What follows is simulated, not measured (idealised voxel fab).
A process module follows: voxel self aligned vias.
Cross-section cut: width 280 nm, square cells of 5 nm.
Cross-section format: a grid of square cells, given as bands from top to bottom; each band is one or more rows of cells. This entry defines a band. It first specifies the height of the band's top and the height of its bottom in nm, and then specifies the band's materials from left to right, stating each material with its width in nm. The word "everywhere" identifies a single material that fills the band from edge to edge, while the word "empty" identifies empty space. For the purposes of this specification, 0 denotes the height below which the wafer in its as-received condition is composed wholly of one material, and the lowermost band, lacking a lower limit, extends downward without end, as expressed in "z 0 and below". The two numbers in a width such as "30->40" mark its ends across the band: the first belongs to the top row of cells, the second to the bottom row, and from each row to the next the width moves by the same amount. The designation "no alteration", where it is given for a processing step, indicates that no cell of the cross-section was altered in the course of that step. In "Enclosed internal voids" the enclosed voids are listed, meaning empty spaces of 8 cells or larger without any opening to the top. The form is width x height at distance, distance from the left edge, units nm. Past the settings on a step's line: simulator remark, on that step. For masked steps, "overlay nm" on the step line gives how far right of plan the mask actually lay; a minus sign means it lay to the left.

## The steps planned for the process are as follows
1. RECEIVE with material Si
2. CONFORMAL_DEP with material SiO2, thk nm 10
3. CONFORMAL_DEP with material SiCN, thk nm 5
4. DIRECTIONAL_DEP with material lowk, thk nm 25
5. DIRECTIONAL_DEP with material aC, thk nm 15
6. PATTERN with tone open, mask id LINES, material resist, width nm 30, pitch nm 75, thk nm 30, overlay nm 0
7. DIRECTIONAL_ETCH with etch materials aC, depth nm 15
8. STRIP with etch materials resist
9. DIRECTIONAL_ETCH with etch materials lowk, depth nm 25
10. STRIP with etch materials aC
11. CONFORMAL_DEP with material TiN, thk nm 5
12. FILL_DEP with material W, thk nm 5
13. CMP with height nm 40
14. SELECTIVE_ETCH with etch materials W Ru TiN, depth nm 5
15. FILL_DEP with material SiN, thk nm 10
16. CMP with height nm 40
17. DIRECTIONAL_DEP with material lowk, thk nm 15
18. DIRECTIONAL_DEP with material aC, thk nm 15
19. PATTERN with tone open, mask id VIAS, material resist, width nm 50, thk nm 30, overlay nm 0
20. DIRECTIONAL_ETCH with etch materials aC, depth nm 15
21. STRIP with etch materials resist
22. DIRECTIONAL_ETCH with etch materials lowk, depth nm 5
23. DIRECTIONAL_ETCH with etch materials SiN, depth nm 5
24. STRIP with etch materials aC
25. CONFORMAL_DEP with material TiN, thk nm 5
26. FILL_DEP with material Ru, thk nm 5
27. CMP with height nm 55
28. CONFORMAL_DEP with material SiCN, thk nm 5
What sets these wafers apart? The depth nm at step 22. They all start alike, and the plan carries the first wafer's value.

## Cross-section: the first of several wafers in its as-received state, i.e. following step 1
z 0 and below  Si everywhere
Enclosed internal voids: none

## Take any row and you have a wafer at the end of the module: how many cells of each material it has gained (+) or lost (-) since it was received, and then its closed voids
depth nm 5, +112 SiCN, +12 SiN, +112 SiO2, +34 TiN, +24 W, +378 lowk, Enclosed internal voids: none
depth nm 10, +8 Ru, +112 SiCN, +12 SiN, +112 SiO2, +36 TiN, +24 W, +368 lowk, Enclosed internal voids: none
depth nm 15, +20 Ru, +112 SiCN, +6 SiN, +112 SiO2, +40 TiN, +24 W, +358 lowk, Enclosed internal voids: none
depth nm 20, +24 Ru, +112 SiCN, +6 SiN, +112 SiO2, +40 TiN, +24 W, +354 lowk, Enclosed internal voids: none
depth nm 25, +24 Ru, +112 SiCN, +6 SiN, +112 SiO2, +44 TiN, +24 W, +350 lowk, Enclosed internal voids: none
depth nm 30, +24 Ru, +112 SiCN, +6 SiN, +112 SiO2, +48 TiN, +24 W, +346 lowk, Enclosed internal voids: none
